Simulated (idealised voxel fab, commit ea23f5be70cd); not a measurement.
process module | voxel ribs on slabs
cross-section cut | 230 nm wide | cells 5 nm
A cross-section is a grid of square cells, given in bands from the top down. A band is one or more rows of cells.
Each band's line starts with the height of the band's top and of its bottom, in nm. Then come its materials from left to right, each with its width in nm. One material with "throughout" fills the band from edge to edge. "air" is empty space.
Height 0 is the level under which the wafer as received is all one material. The lowest band goes on downwards, as in "0 down".
A width such as "30 to 40" changes by the same amount from each row of cells to the next, from the band's top row to its bottom row.
"no change" after a step means that no cell of the cross-section changed.
closed voids: empty space of 8 cells or more with no open way to the top, each as width x height at its distance from the left edge, in nm
after a step's settings: what the simulator itself notes on the step
overlay nm, on a step with a mask: how far to the right of its planned place the mask lay; to the left if negative
plan
1 op RECEIVE | material Si
2 op DIRECTIONAL_DEP | material SiO2 | thk nm 25
3 op DIRECTIONAL_DEP | material polySi | thk nm 15
4 op PATTERN | tone cover | mask id RIB | material resist | width nm 25 | thk nm 15 | overlay nm 0
5 op DIRECTIONAL_ETCH | etch materials polySi | depth nm 10
6 op STRIP | etch materials resist
7 op DIRECTIONAL_DEP | material aC | thk nm 15
8 op PATTERN | tone cover | mask id SLAB | material resist | width nm 85 | thk nm 30 | overlay nm 0
9 op DIRECTIONAL_ETCH | etch materials aC | depth nm 15
10 op STRIP | etch materials resist
11 op DIRECTIONAL_ETCH | etch materials polySi | depth nm 5
12 op STRIP | etch materials aC
13 op FILL_DEP | material SiO2 | thk nm 20
14 op CMP | height nm 50
15 op DIRECTIONAL_DEP | material TiN | thk nm 10
16 op PATTERN | tone cover | mask id HEATER | material resist | width nm 35 | thk nm 15 | overlay nm 0
17 op DIRECTIONAL_ETCH | etch materials TiN | depth nm 10
18 op STRIP | etch materials resist
19 op CONFORMAL_DEP | material SiN | thk nm 10
as received, after step 1
  0 down: Si throughout
  closed voids: none
a wafer at the end: this start, this plan, one mistake
  70 to 60: air 85 | SiN 55 | air 90
  60 to 50: SiN 95 | TiN 35 | SiN 100
  50 to 40: SiO2 throughout
  40 to 30: SiO2 100 to 70 | polySi 25 to 85 | SiO2 105 to 75
  30 to 25: polySi throughout
  25 to 0: SiO2 throughout
  0 down: Si throughout
  closed voids: none
what went wrong: step 5 ran as: op DIRECTIONAL_ETCH | etch materials polySi | depth nm 5
